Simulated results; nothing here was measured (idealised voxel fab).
Name of the process module below: voxel wiring stack
The width of the displayed cross-section, cut, is 180 nm; its cells are square, with a size of 5 nm.
A cross-section in this document is a grid of square cells, and it is written down as bands, the top band listed before the ones below it; a band is made up of one or more rows of cells. For a band, the entry starts with two heights in nm, that of the top and then that of the bottom, and carries on with the band's materials in order from left to right, each alongside its width in nm; the word "full width" beside a single material means it fills the band edge to edge, and "blank" means empty space. Convention: height 0 is the level below which the wafer, as received, is all one material. The lowest band does not terminate at the bottom but continues downward, represented as "0 nm and below". A width given as "30..40" starts at the first number in the band's top row and ends at the second number in its bottom row, shifting by an equal amount at every step from row to row. Any step labelled "no change occurred" changed none of the cells in the cross-section. Entry "Non-vented voids" = empty spaces >= 8 cells with no open way to the top; each as width x height at distance, distance from left edge, all nm. On each step's line, the part that comes after the settings is the simulator's own comment on the step. Each step line may optionally specify "overlay nm", which for a step with a mask gives the rightward distance between the mask's planned place and where it lay, a negative value indicating the leftward direction.

### Planned step list for the process
1,RECEIVE (material Si)
2,CONFORMAL_DEP (material SiO2; thk nm 15)
3,DIRECTIONAL_DEP (material TiN; thk nm 5)
4,DIRECTIONAL_DEP (material W; thk nm 20)
5,DIRECTIONAL_DEP (material aC; thk nm 15)
6,PATTERN (tone cover; mask id METAL_1; material resist; width nm 30; pitch nm 50; thk nm 30; overlay nm 0)
7,DIRECTIONAL_ETCH (etch materials aC; depth nm 15)
8,STRIP (etch materials resist)
9,DIRECTIONAL_ETCH (etch materials W; depth nm 20)
10,DIRECTIONAL_ETCH (etch materials TiN; depth nm 5)
11,STRIP (etch materials aC)
12,CONFORMAL_DEP (material SiCN; thk nm 5)
13,FILL_DEP (material lowk; thk nm 10)
14,CMP (height nm 40)
15,CONFORMAL_DEP (material SiCN; thk nm 5)
16,DIRECTIONAL_DEP (material lowk; thk nm 30)
17,DIRECTIONAL_DEP (material aC; thk nm 15)
18,PATTERN (tone open; mask id METAL_2_HOLES; material resist; width nm 15; pitch nm 50; thk nm 35; overlay nm 0)
19,DIRECTIONAL_ETCH (etch materials aC; depth nm 15)
20,STRIP (etch materials resist)
21,DIRECTIONAL_ETCH (etch materials lowk; depth nm 30)
22,STRIP (etch materials aC)
23,MASKED_ETCH (tone open; mask id METAL_2; width nm 30; pitch nm 50; etch materials lowk; depth nm 15; overlay nm 0)
24,MASKED_ETCH (tone open; mask id METAL_2; width nm 30; pitch nm 50; etch materials SiCN; depth nm 5; overlay nm 0)
25,CONFORMAL_DEP (material TiN; thk nm 5)
26,FILL_DEP (material Cu; thk nm 5)
27,CMP (height nm 75)
28,CONFORMAL_DEP (material SiCN; thk nm 5)
29,DIRECTIONAL_DEP (material SiO2; thk nm 20)
30,DIRECTIONAL_DEP (material aC; thk nm 15)
31,PATTERN (tone open; mask id PLUG_2; material resist; width nm 15; pitch nm 100; thk nm 30; overlay nm 0)
32,DIRECTIONAL_ETCH (etch materials aC; depth nm 15)
33,STRIP (etch materials resist)
34,DIRECTIONAL_ETCH (etch materials SiO2; depth nm 20)
35,DIRECTIONAL_ETCH (etch materials SiCN; depth nm 5)
36,STRIP (etch materials aC)
37,CONFORMAL_DEP (material TiN; thk nm 5)
38,FILL_DEP (material W; thk nm 10)
39,CMP (height nm 100)
40,CONFORMAL_DEP (material SiN; thk nm 5)
41,DIRECTIONAL_DEP (material SiO2; thk nm 25)
42,DIRECTIONAL_DEP (material aC; thk nm 10)
43,PATTERN (tone open; mask id METAL_3; material resist; width nm 30; pitch nm 50; thk nm 25; overlay nm 0)
44,DIRECTIONAL_ETCH (etch materials aC; depth nm 10)
45,STRIP (etch materials resist)
46,DIRECTIONAL_ETCH (etch materials SiO2; depth nm 25)
47,DIRECTIONAL_ETCH (etch materials SiN; depth nm 5)
48,STRIP (etch materials aC)
49,CONFORMAL_DEP (material TiN; thk nm 5)
50,FILL_DEP (material Cu; thk nm 5)
51,CMP (height nm 130)
52,EPI (material Ru; thk nm 5)
53,FILL_DEP (material SiCN; thk nm 5)
54,DIRECTIONAL_DEP (material SiO2; thk nm 15)
55,MASKED_ETCH (tone open; mask id PLUG_3; width nm 15; pitch nm 50; etch materials SiO2; depth nm 15; overlay nm 0)
56,MASKED_ETCH (tone open; mask id PLUG_3; width nm 15; pitch nm 50; etch materials SiCN; depth nm 5; overlay nm 0)
57,CONFORMAL_DEP (material TiN; thk nm 5)
58,FILL_DEP (material Cu; thk nm 10)
59,CMP (height nm 155)
60,CONFORMAL_DEP (material SiN; thk nm 5)
61,DIRECTIONAL_DEP (material lowk; thk nm 20)
62,PATTERN (tone open; mask id METAL_4; material resist; width nm 30; pitch nm 50; thk nm 15; overlay nm 0)
63,DIRECTIONAL_ETCH (etch materials lowk; depth nm 20)
64,DIRECTIONAL_ETCH (etch materials SiN; depth nm 5)
65,STRIP (etch materials resist)
66,CONFORMAL_DEP (material TiN; thk nm 5)
67,FILL_DEP (material W; thk nm 10)
68,CMP (height nm 180)
69,CONFORMAL_DEP (material SiCN; thk nm 5)

### Here's what the wafer looked like in cross-section when it arrived - that's after step 1
* 0 nm and below  Si full width
* Non-vented voids: none

### Here's the wafer cut in cross-section after the module, started and planned just like above, except one thing was done wrong in the run
* 180 nm to 160 nm  lowk (25); TiN (5); W (20); TiN (5); lowk (20); TiN (5); W (20); TiN (5); lowk (20); TiN (5); W (20); TiN (5); lowk (25)
* 160 nm to 155 nm  SiN (25); TiN (30); SiN (20); TiN (30); SiN (20); TiN (30); SiN (25)
* 155 nm to 140 nm  SiO2 (25); TiN (5); Cu (5); TiN (5); SiO2 (35); TiN (5); Cu (5); TiN (5); SiO2 (35); TiN (5); Cu (5); TiN (5); SiO2 (40)
* 140 nm to 135 nm  SiCN (25); TiN (15); SiCN (35); TiN (15); SiCN (35); TiN (15); SiCN (40)
* 135 nm to 130 nm  SiCN (20); Ru (40); SiCN (10); Ru (40); SiCN (10); Ru (40); SiCN (20)
* 130 nm to 105 nm  SiO2 (25); TiN (5); Cu (20); TiN (5); SiO2 (20); TiN (5); Cu (20); TiN (5); SiO2 (20); TiN (5); Cu (20); TiN (5); SiO2 (25)
* 105 nm to 100 nm  SiN (25); TiN (30); SiN (20); TiN (30); SiN (20); TiN (30); SiN (25)
* 100 nm to 80 nm  SiO2 (25); TiN (5); W (5); TiN (5); SiO2 (85); TiN (5); W (5); TiN (5); SiO2 (40)
* 80 nm to 75 nm  SiCN (25); TiN (15); SiCN (85); TiN (15); SiCN (40)
* 75 nm to 65 nm  lowk (25); TiN (5); Cu (20); TiN (5); lowk (20); TiN (5); Cu (20); TiN (5); lowk (20); TiN (5); Cu (20); TiN (5); lowk (25)
* 65 nm to 60 nm  lowk (25); TiN (5); Cu (5); TiN (20); lowk (20); TiN (5); Cu (5); TiN (20); lowk (20); TiN (5); Cu (5); TiN (20); lowk (25)
* 60 nm to 45 nm  lowk (25); TiN (5); Cu (5); TiN (5); lowk (35); TiN (5); Cu (5); TiN (5); lowk (35); TiN (5); Cu (5); TiN (5); lowk (40)
* 45 nm to 40 nm  SiCN (25); TiN (15); SiCN (35); TiN (15); SiCN (35); TiN (15); SiCN (40)
* 40 nm to 20 nm  lowk (20); SiCN (5); W (30); SiCN (5); lowk (10); SiCN (5); W (30); SiCN (5); lowk (10); SiCN (5); W (30); SiCN (5); lowk (20)
* 20 nm to 15 nm  SiCN (25); TiN (30); SiCN (20); TiN (30); SiCN (20); TiN (30); SiCN (25)
* 15 nm to 0 nm  SiO2 full width
* 0 nm and below  Si full width
* Non-vented voids: none
Against the plan, the run slipped here: plan step 69: skipped, not run
